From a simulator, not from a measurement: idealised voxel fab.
process module | voxel capacitor over wiring
cross-section cut | 215 nm wide | cells 5 nm
A cross-section is a grid of square cells, given in bands from the top down. A band is one or more rows of cells.
Each band's line starts with the height of the band's top and of its bottom, in nm. Then come its materials from left to right, each with its width in nm. One material with "throughout" fills the band from edge to edge. "air" is empty space.
Height 0 is the level under which the wafer as received is all one material. The lowest band goes on downwards, as in "0 down".
A width such as "30 to 40" changes by the same amount from each row of cells to the next, from the band's top row to its bottom row.
"no change" after a step means that no cell of the cross-section changed.
closed voids: empty space of 8 cells or more with no open way to the top, each as width x height at its distance from the left edge, in nm
after a step's settings: what the simulator itself notes on the step
overlay nm, on a step with a mask: how far to the right of its planned place the mask lay; to the left if negative
Each pair below shows a cross-section before one step and the cross-section after it, down to the lowest band that changed. The line under each pair gives the step between them, with its settings. The pairs can come from different runs of this module on the same starting wafer, so a pair continues from the pair above only where its "before" says so.
before
  0 down: Si throughout
  closed voids: none
after
  10 to 0: SiO2 throughout
  below 0: unchanged
  closed voids: none
the step between: op CONFORMAL_DEP | material SiO2 | thk nm 10
before: the cross-section after the pair above
after
  15 to 10: TiN throughout
  below 10: unchanged
  closed voids: none
the step between: op DIRECTIONAL_DEP | material TiN | thk nm 5
before: the cross-section after the pair above
after
  30 to 15: W throughout
  below 15: unchanged
  closed voids: none
the step between: op DIRECTIONAL_DEP | material W | thk nm 15
before: the cross-section after the pair above
after
  50 to 30: air 45 | resist 25 | air 70 | resist 25 | air 50
  below 30: unchanged
  closed voids: none
the step between: op PATTERN | tone cover | mask id METAL_1 | material resist | width nm 25 | pitch nm 95 | thk nm 20 | overlay nm 0
before: the cross-section after the pair above
after
  50 to 30: air 45 | resist 25 | air 70 | resist 25 | air 50
  30 to 15: air 45 | W 25 | air 70 | W 25 | air 50
  below 15: unchanged
  closed voids: none
the step between: op DIRECTIONAL_ETCH | etch materials W | depth nm 15
before: the cross-section after the pair above
after
  50 to 30: air 45 | resist 25 | air 70 | resist 25 | air 50
  30 to 15: air 45 | W 25 | air 70 | W 25 | air 50
  15 to 10: air 45 | TiN 25 | air 70 | TiN 25 | air 50
  below 10: unchanged
  closed voids: none
the step between: op DIRECTIONAL_ETCH | etch materials TiN | depth nm 5
before: the cross-section after the pair above
after
  30 to 15: air 45 | W 25 | air 70 | W 25 | air 50
  below 15: unchanged
  closed voids: none
the step between: op STRIP | etch materials resist
before: the cross-section after the pair above
after
  35 to 30: air 40 | SiN 35 | air 60 | SiN 35 | air 45
  30 to 15: air 40 | SiN 5 | W 25 | SiN 5 | air 60 | SiN 5 | W 25 | SiN 5 | air 45
  15 to 10: SiN 45 | TiN 25 | SiN 70 | TiN 25 | SiN 50
  below 10: unchanged
  closed voids: none
the step between: op CONFORMAL_DEP | material SiN | thk nm 5
before: the cross-section after the pair above
after
  40 to 35: lowk throughout
  35 to 30: lowk 40 | SiN 35 | lowk 60 | SiN 35 | lowk 45
  30 to 15: lowk 40 | SiN 5 | W 25 | SiN 5 | lowk 60 | SiN 5 | W 25 | SiN 5 | lowk 45
  below 15: unchanged
  closed voids: none
the step between: op FILL_DEP | material lowk | thk nm 5
before: the cross-section after the pair above
after
  30 to 15: lowk 40 | SiN 5 | W 25 | SiN 5 | lowk 60 | SiN 5 | W 25 | SiN 5 | lowk 45
  below 15: unchanged
  closed voids: none
the step between: op CMP | height nm 30
before: the cross-section after the pair above
after
  35 to 30: SiCN throughout
  below 30: unchanged
  closed voids: none
the step between: op CONFORMAL_DEP | material SiCN | thk nm 5
before: the cross-section after the pair above
after
  45 to 35: lowk throughout
  below 35: unchanged
  closed voids: none
the step between: op DIRECTIONAL_DEP | material lowk | thk nm 10
before: the cross-section after the pair above
after
  65 to 45: resist 55 | air 15 | resist 145
  below 45: unchanged
  closed voids: none
the step between: op PATTERN | tone open | mask id PLUG_1 | material resist | width nm 15 | thk nm 20 | overlay nm 0
before: the cross-section after the pair above
after
  65 to 45: resist 55 | air 15 | resist 145
  45 to 35: lowk 55 | air 15 | lowk 145
  below 35: unchanged
  closed voids: none
the step between: op DIRECTIONAL_ETCH | etch materials lowk | depth nm 10
before: the cross-section after the pair above
after
  65 to 45: resist 55 | air 15 | resist 145
  45 to 35: lowk 55 | air 15 | lowk 145
  35 to 30: SiCN 55 | air 15 | SiCN 145
  below 30: unchanged
  closed voids: none
the step between: op DIRECTIONAL_ETCH | etch materials SiCN | depth nm 5
before: the cross-section after the pair above
after
  45 to 35: lowk 55 | air 15 | lowk 145
  below 35: unchanged
  closed voids: none
the step between: op STRIP | etch materials resist
before: the cross-section after the pair above
after
  50 to 45: TiN 60 | air 5 | TiN 150
  45 to 35: lowk 55 | TiN 5 | air 5 | TiN 5 | lowk 145
  35 to 30: SiCN 55 | TiN 15 | SiCN 145
  below 30: unchanged
  closed voids: none
the step between: op CONFORMAL_DEP | material TiN | thk nm 5
before: the cross-section after the pair above
after
  60 to 50: Ru throughout
  50 to 45: TiN 60 | Ru 5 | TiN 150
  45 to 35: lowk 55 | TiN 5 | Ru 5 | TiN 5 | lowk 145
  below 35: unchanged
  closed voids: none
the step between: op FILL_DEP | material Ru | thk nm 10
before: the cross-section after the pair above
after
  45 to 35: lowk 55 | TiN 5 | Ru 5 | TiN 5 | lowk 145
  below 35: unchanged
  closed voids: none
the step between: op CMP | height nm 45
before: the cross-section after the pair above
after
  55 to 45: TiN throughout
  below 45: unchanged
  closed voids: none
the step between: op DIRECTIONAL_DEP | material TiN | thk nm 10
before: the cross-section after the pair above
after
  60 to 55: SiN throughout
  below 55: unchanged
  closed voids: none
the step between: op DIRECTIONAL_DEP | material SiN | thk nm 5
before: the cross-section after the pair above
after
  65 to 60: TiN throughout
  below 60: unchanged
  closed voids: none
the step between: op DIRECTIONAL_DEP | material TiN | thk nm 5
before: the cross-section after the pair above
after
  65 to 60: air 55 | TiN 75 | air 85
  below 60: unchanged
  closed voids: none
the step between: op MASKED_ETCH | tone cover | mask id UPPER_PLATE | width nm 75 | etch materials TiN | depth nm 5 | overlay nm 0
before: the cross-section after the pair above
after
  65 to 60: air 55 | TiN 75 | air 85
  60 to 55: air 55 | SiN 75 | air 85
  below 55: unchanged
  closed voids: none
the step between: op MASKED_ETCH | tone cover | mask id UPPER_PLATE | width nm 75 | etch materials SiN | depth nm 5 | overlay nm 0
before: the cross-section after the pair above
after
  75 to 65: air 55 | aC 75 | air 85
  65 to 60: aC 55 | TiN 75 | aC 85
  60 to 55: aC 55 | SiN 75 | aC 85
  below 55: unchanged
  closed voids: none
the step between: op DIRECTIONAL_DEP | material aC | thk nm 10
before: the cross-section after the pair above
after
  105 to 75: air 50 | resist 85 | air 80
  75 to 65: air 50 | resist 5 | aC 75 | resist 5 | air 80
  below 65: unchanged
  closed voids: none
the step between: op PATTERN | tone cover | mask id LOWER_PLATE | material resist | width nm 85 | thk nm 30 | overlay nm 0
before: the cross-section after the pair above
after
  95 to 75: air 50 | resist 85 | air 80
  75 to 65: air 50 | resist 5 | aC 75 | resist 5 | air 80
  65 to 60: air 50 | aC 5 | TiN 75 | aC 5 | air 80
  60 to 55: air 50 | aC 5 | SiN 75 | aC 5 | air 80
  below 55: unchanged
  closed voids: none
the step between: op DIRECTIONAL_ETCH | etch materials aC | depth nm 10
before: the cross-section after the pair above
after
  75 to 65: air 55 | aC 75 | air 85
  below 65: unchanged
  closed voids: none
the step between: op STRIP | etch materials resist
before: the cross-section after the pair above
after
  75 to 65: air 55 | aC 75 | air 85
  65 to 60: air 50 | aC 5 | TiN 75 | aC 5 | air 80
  60 to 55: air 50 | aC 5 | SiN 75 | aC 5 | air 80
  55 to 45: air 50 | TiN 85 | air 80
  below 45: unchanged
  closed voids: none
the step between: op DIRECTIONAL_ETCH | etch materials TiN | depth nm 10
before: the cross-section after the pair above
after
  65 to 60: air 55 | TiN 75 | air 85
  60 to 55: air 55 | SiN 75 | air 85
  below 55: unchanged
  closed voids: none
the step between: op STRIP | etch materials aC
before: the cross-section after the pair above
after
  80 to 65: SiO2 throughout
  65 to 60: SiO2 55 | TiN 75 | SiO2 85
  60 to 55: SiO2 55 | SiN 75 | SiO2 85
  55 to 45: SiO2 50 | TiN 85 | SiO2 80
  below 45: unchanged
  closed voids: none
the step between: op FILL_DEP | material SiO2 | thk nm 15
before: the cross-section after the pair above
after
  75 to 65: SiO2 throughout
  below 65: unchanged
  closed voids: none
the step between: op CMP | height nm 75
before: the cross-section after the pair above
after
  95 to 75: resist 65 | air 15 | resist 135
  below 75: unchanged
  closed voids: none
the step between: op PATTERN | tone open | mask id PLUG_2 | material resist | width nm 15 | thk nm 20 | overlay nm 0
before: the cross-section after the pair above
after
  95 to 75: resist 65 | air 15 | resist 135
  75 to 65: SiO2 65 | air 15 | SiO2 135
  below 65: unchanged
  closed voids: none
the step between: op DIRECTIONAL_ETCH | etch materials SiO2 | depth nm 10
before: the cross-section after the pair above
after
  75 to 65: SiO2 65 | air 15 | SiO2 135
  below 65: unchanged
  closed voids: none
the step between: op STRIP | etch materials resist
before: the cross-section after the pair above
after
  80 to 75: TiN 70 | air 5 | TiN 140
  75 to 70: SiO2 65 | TiN 5 | air 5 | TiN 5 | SiO2 135
  70 to 60: SiO2 65 to 55 | TiN 15 to 75 | SiO2 135 to 85
  below 60: unchanged
  closed voids: none
the step between: op CONFORMAL_DEP | material TiN | thk nm 5
before: the cross-section after the pair above
after
  85 to 80: Ru throughout
  80 to 75: TiN 70 | Ru 5 | TiN 140
  75 to 70: SiO2 65 | TiN 5 | Ru 5 | TiN 5 | SiO2 135
  below 70: unchanged
  closed voids: none
the step between: op FILL_DEP | material Ru | thk nm 5
before: the cross-section after the pair above
after
  75 to 70: SiO2 65 | TiN 5 | Ru 5 | TiN 5 | SiO2 135
  below 70: unchanged
  closed voids: none
the step between: op CMP | height nm 75
before: the cross-section after the pair above
after
  80 to 75: SiCN throughout
  below 75: unchanged
  closed voids: none
the step between: op CONFORMAL_DEP | material SiCN | thk nm 5
before
  60 to 50: Ru throughout
  50 to 45: TiN 60 | Ru 5 | TiN 150
  45 to 35: lowk 55 | TiN 5 | Ru 5 | TiN 5 | lowk 145
  35 to 30: SiCN 55 | TiN 15 | SiCN 145
  30 to 15: lowk 40 | SiN 5 | W 25 | SiN 5 | lowk 60 | SiN 5 | W 25 | SiN 5 | lowk 45
  15 to 10: SiN 45 | TiN 25 | SiN 70 | TiN 25 | SiN 50
  10 to 0: SiO2 throughout
  0 down: Si throughout
  closed voids: none
after
  70 to 60: TiN throughout
  below 60: unchanged
  closed voids: none
the step between: op DIRECTIONAL_DEP | material TiN | thk nm 10
before: the cross-section after the pair above
after
  75 to 70: SiN throughout
  below 70: unchanged
  closed voids: none
the step between: op DIRECTIONAL_DEP | material SiN | thk nm 5
before: the cross-section after the pair above
after
  80 to 75: TiN throughout
  below 75: unchanged
  closed voids: none
the step between: op DIRECTIONAL_DEP | material TiN | thk nm 5
before: the cross-section after the pair above
after
  80 to 75: air 55 | TiN 75 | air 85
  below 75: unchanged
  closed voids: none
the step between: op MASKED_ETCH | tone cover | mask id UPPER_PLATE | width nm 75 | etch materials TiN | depth nm 5 | overlay nm 0
before: the cross-section after the pair above
after
  80 to 75: air 55 | TiN 75 | air 85
  75 to 70: air 55 | SiN 75 | air 85
  below 70: unchanged
  closed voids: none
the step between: op MASKED_ETCH | tone cover | mask id UPPER_PLATE | width nm 75 | etch materials SiN | depth nm 5 | overlay nm 0
before: the cross-section after the pair above
after
  90 to 80: air 55 | aC 75 | air 85
  80 to 75: aC 55 | TiN 75 | aC 85
  75 to 70: aC 55 | SiN 75 | aC 85
  below 70: unchanged
  closed voids: none
the step between: op DIRECTIONAL_DEP | material aC | thk nm 10
before: the cross-section after the pair above
after
  120 to 90: air 50 | resist 85 | air 80
  90 to 80: air 50 | resist 5 | aC 75 | resist 5 | air 80
  below 80: unchanged
  closed voids: none
the step between: op PATTERN | tone cover | mask id LOWER_PLATE | material resist | width nm 85 | thk nm 30 | overlay nm 0
before: the cross-section after the pair above
after
  110 to 90: air 50 | resist 85 | air 80
  90 to 80: air 50 | resist 5 | aC 75 | resist 5 | air 80
  80 to 75: air 50 | aC 5 | TiN 75 | aC 5 | air 80
  75 to 70: air 50 | aC 5 | SiN 75 | aC 5 | air 80
  below 70: unchanged
  closed voids: none
the step between: op DIRECTIONAL_ETCH | etch materials aC | depth nm 10
before: the cross-section after the pair above
after
  90 to 80: air 55 | aC 75 | air 85
  below 80: unchanged
  closed voids: none
the step between: op STRIP | etch materials resist
before: the cross-section after the pair above
after
  90 to 80: air 55 | aC 75 | air 85
  80 to 75: air 50 | aC 5 | TiN 75 | aC 5 | air 80
  75 to 70: air 50 | aC 5 | SiN 75 | aC 5 | air 80
  70 to 60: air 50 | TiN 85 | air 80
  below 60: unchanged
  closed voids: none
the step between: op DIRECTIONAL_ETCH | etch materials TiN | depth nm 10
before: the cross-section after the pair above
after
  80 to 75: air 55 | TiN 75 | air 85
  75 to 70: air 55 | SiN 75 | air 85
  below 70: unchanged
  closed voids: none
the step between: op STRIP | etch materials aC
before: the cross-section after the pair above
after
  95 to 80: SiO2 throughout
  80 to 75: SiO2 55 | TiN 75 | SiO2 85
  75 to 70: SiO2 55 | SiN 75 | SiO2 85
  70 to 60: SiO2 50 | TiN 85 | SiO2 80
  below 60: unchanged
  closed voids: none
the step between: op FILL_DEP | material SiO2 | thk nm 15
before: the cross-section after the pair above
after
  75 to 70: SiO2 55 | SiN 75 | SiO2 85
  below 70: unchanged
  closed voids: none
the step between: op CMP | height nm 75
before: the cross-section after the pair above
after
  95 to 75: resist 65 | air 15 | resist 135
  below 75: unchanged
  closed voids: none
the step between: op PATTERN | tone open | mask id PLUG_2 | material resist | width nm 15 | thk nm 20 | overlay nm 0
before: the cross-section after the pair above
after
  75 to 70: SiO2 55 | SiN 75 | SiO2 85
  below 70: unchanged
  closed voids: none
the step between: op STRIP | etch materials resist
before: the cross-section after the pair above
after
  80 to 75: TiN throughout
  below 75: unchanged
  closed voids: none
the step between: op CONFORMAL_DEP | material TiN | thk nm 5
before: the cross-section after the pair above
after
  85 to 80: Ru throughout
  below 80: unchanged
  closed voids: none
the step between: op FILL_DEP | material Ru | thk nm 5
before: the cross-section after the pair above
after
  75 to 70: SiO2 55 | SiN 75 | SiO2 85
  below 70: unchanged
  closed voids: none
the step between: op CMP | height nm 75
before: the cross-section after the pair above
after
  80 to 75: SiCN throughout
  below 75: unchanged
  closed voids: none
the step between: op CONFORMAL_DEP | material SiCN | thk nm 5
before
  30 to 15: lowk 40 | SiN 5 | W 25 | SiN 5 | lowk 60 | SiN 5 | W 25 | SiN 5 | lowk 45
  15 to 10: SiN 45 | TiN 25 | SiN 70 | TiN 25 | SiN 50
  10 to 0: SiO2 throughout
  0 down: Si throughout
  closed voids: none
after
  40 to 30: lowk throughout
  below 30: unchanged
  closed voids: none
the step between: op DIRECTIONAL_DEP | material lowk | thk nm 10
before: the cross-section after the pair above
after
  45 to 40: SiCN throughout
  below 40: unchanged
  closed voids: none
the step between: op CONFORMAL_DEP | material SiCN | thk nm 5
before: the cross-section after the pair above
after
  65 to 45: resist 55 | air 15 | resist 145
  below 45: unchanged
  closed voids: none
the step between: op PATTERN | tone open | mask id PLUG_1 | material resist | width nm 15 | thk nm 20 | overlay nm 0
before: the cross-section after the pair above
after
  65 to 45: resist 55 | air 15 | resist 145
  45 to 40: SiCN 55 | air 15 | SiCN 145
  below 40: unchanged
  closed voids: none
the step between: op DIRECTIONAL_ETCH | etch materials SiCN | depth nm 5
before: the cross-section after the pair above
after
  45 to 40: SiCN 55 | air 15 | SiCN 145
  below 40: unchanged
  closed voids: none
the step between: op STRIP | etch materials resist
before: the cross-section after the pair above
after
  50 to 45: TiN 60 | air 5 | TiN 150
  45 to 40: SiCN 55 | TiN 15 | SiCN 145
  below 40: unchanged
  closed voids: none
the step between: op CONFORMAL_DEP | material TiN | thk nm 5
before: the cross-section after the pair above
after
  60 to 50: Ru throughout
  50 to 45: TiN 60 | Ru 5 | TiN 150
  below 45: unchanged
  closed voids: none
the step between: op FILL_DEP | material Ru | thk nm 10
before: the cross-section after the pair above
after
  45 to 40: SiCN 55 | TiN 15 | SiCN 145
  below 40: unchanged
  closed voids: none
the step between: op CMP | height nm 45
before: the cross-section after the pair above
after
  55 to 45: TiN throughout
  below 45: unchanged
  closed voids: none
the step between: op DIRECTIONAL_DEP | material TiN | thk nm 10
before: the cross-section after the pair above
after
  60 to 55: SiN throughout
  below 55: unchanged
  closed voids: none
the step between: op DIRECTIONAL_DEP | material SiN | thk nm 5
before: the cross-section after the pair above
after
  65 to 60: TiN throughout
  below 60: unchanged
  closed voids: none
the step between: op DIRECTIONAL_DEP | material TiN | thk nm 5
before: the cross-section after the pair above
after
  65 to 60: air 55 | TiN 75 | air 85
  below 60: unchanged
  closed voids: none
the step between: op MASKED_ETCH | tone cover | mask id UPPER_PLATE | width nm 75 | etch materials TiN | depth nm 5 | overlay nm 0
before: the cross-section after the pair above
after
  65 to 60: air 55 | TiN 75 | air 85
  60 to 55: air 55 | SiN 75 | air 85
  below 55: unchanged
  closed voids: none
the step between: op MASKED_ETCH | tone cover | mask id UPPER_PLATE | width nm 75 | etch materials SiN | depth nm 5 | overlay nm 0
before: the cross-section after the pair above
after
  75 to 65: air 55 | aC 75 | air 85
  65 to 60: aC 55 | TiN 75 | aC 85
  60 to 55: aC 55 | SiN 75 | aC 85
  below 55: unchanged
  closed voids: none
the step between: op DIRECTIONAL_DEP | material aC | thk nm 10
before: the cross-section after the pair above
after
  105 to 75: air 50 | resist 85 | air 80
  75 to 65: air 50 | resist 5 | aC 75 | resist 5 | air 80
  below 65: unchanged
  closed voids: none
the step between: op PATTERN | tone cover | mask id LOWER_PLATE | material resist | width nm 85 | thk nm 30 | overlay nm 0
before: the cross-section after the pair above
after
  95 to 75: air 50 | resist 85 | air 80
  75 to 65: air 50 | resist 5 | aC 75 | resist 5 | air 80
  65 to 60: air 50 | aC 5 | TiN 75 | aC 5 | air 80
  60 to 55: air 50 | aC 5 | SiN 75 | aC 5 | air 80
  below 55: unchanged
  closed voids: none
the step between: op DIRECTIONAL_ETCH | etch materials aC | depth nm 10
before: the cross-section after the pair above
after
  75 to 65: air 55 | aC 75 | air 85
  below 65: unchanged
  closed voids: none
the step between: op STRIP | etch materials resist
before: the cross-section after the pair above
after
  75 to 65: air 55 | aC 75 | air 85
  65 to 60: air 50 | aC 5 | TiN 75 | aC 5 | air 80
  60 to 55: air 50 | aC 5 | SiN 75 | aC 5 | air 80
  55 to 45: air 50 | TiN 85 | air 80
  below 45: unchanged
  closed voids: none
the step between: op DIRECTIONAL_ETCH | etch materials TiN | depth nm 10
before: the cross-section after the pair above
after
  65 to 60: air 55 | TiN 75 | air 85
  60 to 55: air 55 | SiN 75 | air 85
  below 55: unchanged
  closed voids: none
the step between: op STRIP | etch materials aC
before: the cross-section after the pair above
after
  80 to 65: SiO2 throughout
  65 to 60: SiO2 55 | TiN 75 | SiO2 85
  60 to 55: SiO2 55 | SiN 75 | SiO2 85
  55 to 45: SiO2 50 | TiN 85 | SiO2 80
  below 45: unchanged
  closed voids: none
the step between: op FILL_DEP | material SiO2 | thk nm 15
before: the cross-section after the pair above
after
  75 to 65: SiO2 throughout
  below 65: unchanged
  closed voids: none
the step between: op CMP | height nm 75
before: the cross-section after the pair above
after
  95 to 75: resist 65 | air 15 | resist 135
  below 75: unchanged
  closed voids: none
the step between: op PATTERN | tone open | mask id PLUG_2 | material resist | width nm 15 | thk nm 20 | overlay nm 0
before: the cross-section after the pair above
after
  95 to 75: resist 65 | air 15 | resist 135
  75 to 65: SiO2 65 | air 15 | SiO2 135
  below 65: unchanged
  closed voids: none
the step between: op DIRECTIONAL_ETCH | etch materials SiO2 | depth nm 10
before: the cross-section after the pair above
after
  75 to 65: SiO2 65 | air 15 | SiO2 135
  below 65: unchanged
  closed voids: none
the step between: op STRIP | etch materials resist
before: the cross-section after the pair above
after
  80 to 75: TiN 70 | air 5 | TiN 140
  75 to 70: SiO2 65 | TiN 5 | air 5 | TiN 5 | SiO2 135
  70 to 60: SiO2 65 to 55 | TiN 15 to 75 | SiO2 135 to 85
  below 60: unchanged
  closed voids: none
the step between: op CONFORMAL_DEP | material TiN | thk nm 5
before: the cross-section after the pair above
after
  85 to 80: Ru throughout
  80 to 75: TiN 70 | Ru 5 | TiN 140
  75 to 70: SiO2 65 | TiN 5 | Ru 5 | TiN 5 | SiO2 135
  below 70: unchanged
  closed voids: none
the step between: op FILL_DEP | material Ru | thk nm 5
before: the cross-section after the pair above
after
  75 to 70: SiO2 65 | TiN 5 | Ru 5 | TiN 5 | SiO2 135
  below 70: unchanged
  closed voids: none
the step between: op CMP | height nm 75
before: the cross-section after the pair above
after
  80 to 75: SiCN throughout
  below 75: unchanged
  closed voids: none
the step between: op CONFORMAL_DEP | material SiCN | thk nm 5
before
  40 to 35: lowk throughout
  35 to 30: lowk 40 | SiN 35 | lowk 60 | SiN 35 | lowk 45
  30 to 15: lowk 40 | SiN 5 | W 25 | SiN 5 | lowk 60 | SiN 5 | W 25 | SiN 5 | lowk 45
  15 to 10: SiN 45 | TiN 25 | SiN 70 | TiN 25 | SiN 50
  10 to 0: SiO2 throughout
  0 down: Si throughout
  closed voids: none
after
  35 to 30: lowk 40 | SiN 35 | lowk 60 | SiN 35 | lowk 45
  below 30: unchanged
  closed voids: none
the step between: op CMP | height nm 35
before: the cross-section after the pair above
after
  40 to 35: SiCN throughout
  below 35: unchanged
  closed voids: none
the step between: op CONFORMAL_DEP | material SiCN | thk nm 5
before: the cross-section after the pair above
after
  50 to 40: lowk throughout
  below 40: unchanged
  closed voids: none
the step between: op DIRECTIONAL_DEP | material lowk | thk nm 10
before: the cross-section after the pair above
after
  70 to 50: resist 55 | air 15 | resist 145
  below 50: unchanged
  closed voids: none
the step between: op PATTERN | tone open | mask id PLUG_1 | material resist | width nm 15 | thk nm 20 | overlay nm 0
before: the cross-section after the pair above
after
  70 to 50: resist 55 | air 15 | resist 145
  50 to 40: lowk 55 | air 15 | lowk 145
  below 40: unchanged
  closed voids: none
the step between: op DIRECTIONAL_ETCH | etch materials lowk | depth nm 10
before: the cross-section after the pair above
after
  70 to 50: resist 55 | air 15 | resist 145
  50 to 40: lowk 55 | air 15 | lowk 145
  40 to 35: SiCN 55 | air 15 | SiCN 145
  below 35: unchanged
  closed voids: none
the step between: op DIRECTIONAL_ETCH | etch materials SiCN | depth nm 5
before: the cross-section after the pair above
after
  50 to 40: lowk 55 | air 15 | lowk 145
  below 40: unchanged
  closed voids: none
the step between: op STRIP | etch materials resist
before: the cross-section after the pair above
after
  55 to 50: TiN 60 | air 5 | TiN 150
  50 to 40: lowk 55 | TiN 5 | air 5 | TiN 5 | lowk 145
  40 to 35: SiCN 55 | TiN 15 | SiCN 145
  below 35: unchanged
  closed voids: none
the step between: op CONFORMAL_DEP | material TiN | thk nm 5
before: the cross-section after the pair above
after
  65 to 55: Ru throughout
  55 to 50: TiN 60 | Ru 5 | TiN 150
  50 to 40: lowk 55 | TiN 5 | Ru 5 | TiN 5 | lowk 145
  below 40: unchanged
  closed voids: none
the step between: op FILL_DEP | material Ru | thk nm 10
before: the cross-section after the pair above
after
  45 to 40: lowk 55 | TiN 5 | Ru 5 | TiN 5 | lowk 145
  below 40: unchanged
  closed voids: none
the step between: op CMP | height nm 45
before: the cross-section after the pair above
after
  55 to 45: TiN throughout
  below 45: unchanged
  closed voids: none
the step between: op DIRECTIONAL_DEP | material TiN | thk nm 10
before: the cross-section after the pair above
after
  60 to 55: SiN throughout
  below 55: unchanged
  closed voids: none
the step between: op DIRECTIONAL_DEP | material SiN | thk nm 5
before: the cross-section after the pair above
after
  65 to 60: TiN throughout
  below 60: unchanged
  closed voids: none
the step between: op DIRECTIONAL_DEP | material TiN | thk nm 5
before: the cross-section after the pair above
after
  65 to 60: air 55 | TiN 75 | air 85
  below 60: unchanged
  closed voids: none
the step between: op MASKED_ETCH | tone cover | mask id UPPER_PLATE | width nm 75 | etch materials TiN | depth nm 5 | overlay nm 0
before: the cross-section after the pair above
after
  65 to 60: air 55 | TiN 75 | air 85
  60 to 55: air 55 | SiN 75 | air 85
  below 55: unchanged
  closed voids: none
the step between: op MASKED_ETCH | tone cover | mask id UPPER_PLATE | width nm 75 | etch materials SiN | depth nm 5 | overlay nm 0
before: the cross-section after the pair above
after
  75 to 65: air 55 | aC 75 | air 85
  65 to 60: aC 55 | TiN 75 | aC 85
  60 to 55: aC 55 | SiN 75 | aC 85
  below 55: unchanged
  closed voids: none
the step between: op DIRECTIONAL_DEP | material aC | thk nm 10
before: the cross-section after the pair above
after
  105 to 75: air 50 | resist 85 | air 80
  75 to 65: air 50 | resist 5 | aC 75 | resist 5 | air 80
  below 65: unchanged
  closed voids: none
the step between: op PATTERN | tone cover | mask id LOWER_PLATE | material resist | width nm 85 | thk nm 30 | overlay nm 0
before: the cross-section after the pair above
after
  95 to 75: air 50 | resist 85 | air 80
  75 to 65: air 50 | resist 5 | aC 75 | resist 5 | air 80
  65 to 60: air 50 | aC 5 | TiN 75 | aC 5 | air 80
  60 to 55: air 50 | aC 5 | SiN 75 | aC 5 | air 80
  below 55: unchanged
  closed voids: none
the step between: op DIRECTIONAL_ETCH | etch materials aC | depth nm 10
before: the cross-section after the pair above
after
  75 to 65: air 55 | aC 75 | air 85
  below 65: unchanged
  closed voids: none
the step between: op STRIP | etch materials resist
before: the cross-section after the pair above
after
  75 to 65: air 55 | aC 75 | air 85
  65 to 60: air 50 | aC 5 | TiN 75 | aC 5 | air 80
  60 to 55: air 50 | aC 5 | SiN 75 | aC 5 | air 80
  55 to 45: air 50 | TiN 85 | air 80
  below 45: unchanged
  closed voids: none
the step between: op DIRECTIONAL_ETCH | etch materials TiN | depth nm 10
before: the cross-section after the pair above
after
  65 to 60: air 55 | TiN 75 | air 85
  60 to 55: air 55 | SiN 75 | air 85
  below 55: unchanged
  closed voids: none
the step between: op STRIP | etch materials aC
before: the cross-section after the pair above
after
  80 to 65: SiO2 throughout
  65 to 60: SiO2 55 | TiN 75 | SiO2 85
  60 to 55: SiO2 55 | SiN 75 | SiO2 85
  55 to 45: SiO2 50 | TiN 85 | SiO2 80
  below 45: unchanged
  closed voids: none
the step between: op FILL_DEP | material SiO2 | thk nm 15
before: the cross-section after the pair above
after
  75 to 65: SiO2 throughout
  below 65: unchanged
  closed voids: none
the step between: op CMP | height nm 75
before: the cross-section after the pair above
after
  95 to 75: resist 65 | air 15 | resist 135
  below 75: unchanged
  closed voids: none
the step between: op PATTERN | tone open | mask id PLUG_2 | material resist | width nm 15 | thk nm 20 | overlay nm 0
before: the cross-section after the pair above
after
  95 to 75: resist 65 | air 15 | resist 135
  75 to 65: SiO2 65 | air 15 | SiO2 135
  below 65: unchanged
  closed voids: none
the step between: op DIRECTIONAL_ETCH | etch materials SiO2 | depth nm 10
before: the cross-section after the pair above
after
  75 to 65: SiO2 65 | air 15 | SiO2 135
  below 65: unchanged
  closed voids: none
the step between: op STRIP | etch materials resist
before: the cross-section after the pair above
after
  80 to 75: TiN 70 | air 5 | TiN 140
  75 to 70: SiO2 65 | TiN 5 | air 5 | TiN 5 | SiO2 135
  70 to 60: SiO2 65 to 55 | TiN 15 to 75 | SiO2 135 to 85
  below 60: unchanged
  closed voids: none
the step between: op CONFORMAL_DEP | material TiN | thk nm 5
before: the cross-section after the pair above
after
  85 to 80: Ru throughout
  80 to 75: TiN 70 | Ru 5 | TiN 140
  75 to 70: SiO2 65 | TiN 5 | Ru 5 | TiN 5 | SiO2 135
  below 70: unchanged
  closed voids: none
the step between: op FILL_DEP | material Ru | thk nm 5
before: the cross-section after the pair above
after
  75 to 70: SiO2 65 | TiN 5 | Ru 5 | TiN 5 | SiO2 135
  below 70: unchanged
  closed voids: none
the step between: op CMP | height nm 75
before: the cross-section after the pair above
after
  80 to 75: SiCN throughout
  below 75: unchanged
  closed voids: none
the step between: op CONFORMAL_DEP | material SiCN | thk nm 5
before
  75 to 65: SiO2 throughout
  65 to 60: SiO2 55 | TiN 75 | SiO2 85
  60 to 55: SiO2 55 | SiN 75 | SiO2 85
  55 to 45: SiO2 50 | TiN 85 | SiO2 80
  45 to 35: lowk 55 | TiN 5 | Ru 5 | TiN 5 | lowk 145
  35 to 30: SiCN 55 | TiN 15 | SiCN 145
  30 to 15: lowk 40 | SiN 5 | W 25 | SiN 5 | lowk 60 | SiN 5 | W 25 | SiN 5 | lowk 45
  15 to 10: SiN 45 | TiN 25 | SiN 70 | TiN 25 | SiN 50
  10 to 0: SiO2 throughout
  0 down: Si throughout
  closed voids: none
after
  95 to 75: resist 60 | air 25 | resist 130
  below 75: unchanged
  closed voids: none
the step between: op PATTERN | tone open | mask id PLUG_2 | material resist | width nm 25 | thk nm 20 | overlay nm 0
before: the cross-section after the pair above
after
  95 to 75: resist 60 | air 25 | resist 130
  75 to 65: SiO2 60 | air 25 | SiO2 130
  below 65: unchanged
  closed voids: none
the step between: op DIRECTIONAL_ETCH | etch materials SiO2 | depth nm 10
before: the cross-section after the pair above
after
  75 to 65: SiO2 60 | air 25 | SiO2 130
  below 65: unchanged
  closed voids: none
the step between: op STRIP | etch materials resist
before: the cross-section after the pair above
after
  80 to 75: TiN 65 | air 15 | TiN 135
  75 to 70: SiO2 60 | TiN 5 | air 15 | TiN 5 | SiO2 130
  70 to 60: SiO2 60 to 55 | TiN 25 to 75 | SiO2 130 to 85
  below 60: unchanged
  closed voids: none
the step between: op CONFORMAL_DEP | material TiN | thk nm 5
before: the cross-section after the pair above
after
  85 to 80: Ru throughout
  80 to 75: TiN 65 | Ru 15 | TiN 135
  75 to 70: SiO2 60 | TiN 5 | Ru 15 | TiN 5 | SiO2 130
  below 70: unchanged
  closed voids: none
the step between: op FILL_DEP | material Ru | thk nm 5
before: the cross-section after the pair above
after
  75 to 70: SiO2 60 | TiN 5 | Ru 15 | TiN 5 | SiO2 130
  below 70: unchanged
  closed voids: none
the step between: op CMP | height nm 75
before: the cross-section after the pair above
after
  80 to 75: SiCN throughout
  below 75: unchanged
  closed voids: none
the step between: op CONFORMAL_DEP | material SiCN | thk nm 5
